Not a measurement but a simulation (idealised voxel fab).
process module | voxel tone inversion
cross-section cut | 170 nm wide | cells 5 nm
A cross-section is a grid of square cells, given in bands from the top down. A band is one or more rows of cells.
Each band's line starts with the height of the band's top and of its bottom, in nm. Then come its materials from left to right, each with its width in nm. One material with "throughout" fills the band from edge to edge. "air" is empty space.
Height 0 is the level under which the wafer as received is all one material. The lowest band goes on downwards, as in "0 down".
A width such as "30 to 40" changes by the same amount from each row of cells to the next, from the band's top row to its bottom row.
"no change" after a step means that no cell of the cross-section changed.
closed voids: empty space of 8 cells or more with no open way to the top, each as width x height at its distance from the left edge, in nm
after a step's settings: what the simulator itself notes on the step
overlay nm, on a step with a mask: how far to the right of its planned place the mask lay; to the left if negative
plan
1 op RECEIVE | material Si
2 op CONFORMAL_DEP | material SiN | thk nm 10
3 op DIRECTIONAL_DEP | material aC | thk nm 25
4 op PATTERN | tone cover | mask id POSTS | material resist | width nm 25 | pitch nm 40 | thk nm 30 | overlay nm 0
5 op DIRECTIONAL_ETCH | etch materials aC | depth nm 25
6 op STRIP | etch materials resist
7 op FILL_DEP | material lowk | thk nm 10
8 op CMP | height nm 35
9 op STRIP | etch materials aC
10 op CONFORMAL_DEP | material TiN | thk nm 5
11 op FILL_DEP | material Ru | thk nm 10
12 op CMP | height nm 35
13 op CONFORMAL_DEP | material SiCN | thk nm 5
first wafer, as planned
as received, after step 1
  0 down: Si throughout
  closed voids: none
after step 2
  10 to 0: SiN throughout
  below 0: unchanged
after step 3
  35 to 10: aC throughout
  below 10: unchanged
after step 4
  65 to 35: air 30 | resist 25 | air 15 | resist 25 | air 15 | resist 25 | air 35
  below 35: unchanged
after step 5
  40 to 35: air 30 | resist 25 | air 15 | resist 25 | air 15 | resist 25 | air 35
  35 to 10: air 30 | aC 25 | air 15 | aC 25 | air 15 | aC 25 | air 35
  below 10: unchanged
after step 6
  35 to 10: air 30 | aC 25 | air 15 | aC 25 | air 15 | aC 25 | air 35
  below 10: unchanged
after step 7
  45 to 35: lowk throughout
  35 to 10: lowk 30 | aC 25 | lowk 15 | aC 25 | lowk 15 | aC 25 | lowk 35
  below 10: unchanged
after step 8
  35 to 10: lowk 30 | aC 25 | lowk 15 | aC 25 | lowk 15 | aC 25 | lowk 35
  below 10: unchanged
after step 9
  35 to 10: lowk 30 | air 25 | lowk 15 | air 25 | lowk 15 | air 25 | lowk 35
  below 10: unchanged
after step 10
  40 to 35: TiN 35 | air 15 | TiN 25 | air 15 | TiN 25 | air 15 | TiN 40
  35 to 15: lowk 30 | TiN 5 | air 15 | TiN 5 | lowk 15 | TiN 5 | air 15 | TiN 5 | lowk 15 | TiN 5 | air 15 | TiN 5 | lowk 35
  15 to 10: lowk 30 | TiN 25 | lowk 15 | TiN 25 | lowk 15 | TiN 25 | lowk 35
  below 10: unchanged
after step 11
  50 to 40: Ru throughout
  40 to 35: TiN 35 | Ru 15 | TiN 25 | Ru 15 | TiN 25 | Ru 15 | TiN 40
  35 to 15: lowk 30 | TiN 5 | Ru 15 | TiN 5 | lowk 15 | TiN 5 | Ru 15 | TiN 5 | lowk 15 | TiN 5 | Ru 15 | TiN 5 | lowk 35
  below 15: unchanged
after step 12
  35 to 15: lowk 30 | TiN 5 | Ru 15 | TiN 5 | lowk 15 | TiN 5 | Ru 15 | TiN 5 | lowk 15 | TiN 5 | Ru 15 | TiN 5 | lowk 35
  below 15: unchanged
after step 13
  40 to 35: SiCN throughout
  below 35: unchanged
second wafer: like start, like plan, one mistake. Through step 11 it matches the first wafer
when step 12 should have ended: no change
when step 13 should have ended
  55 to 50: SiCN throughout
  below 50: unchanged
what went wrong: step 12 was left out
at the end the second wafer has, in cells: 77 more of Ru | 25 more of TiN
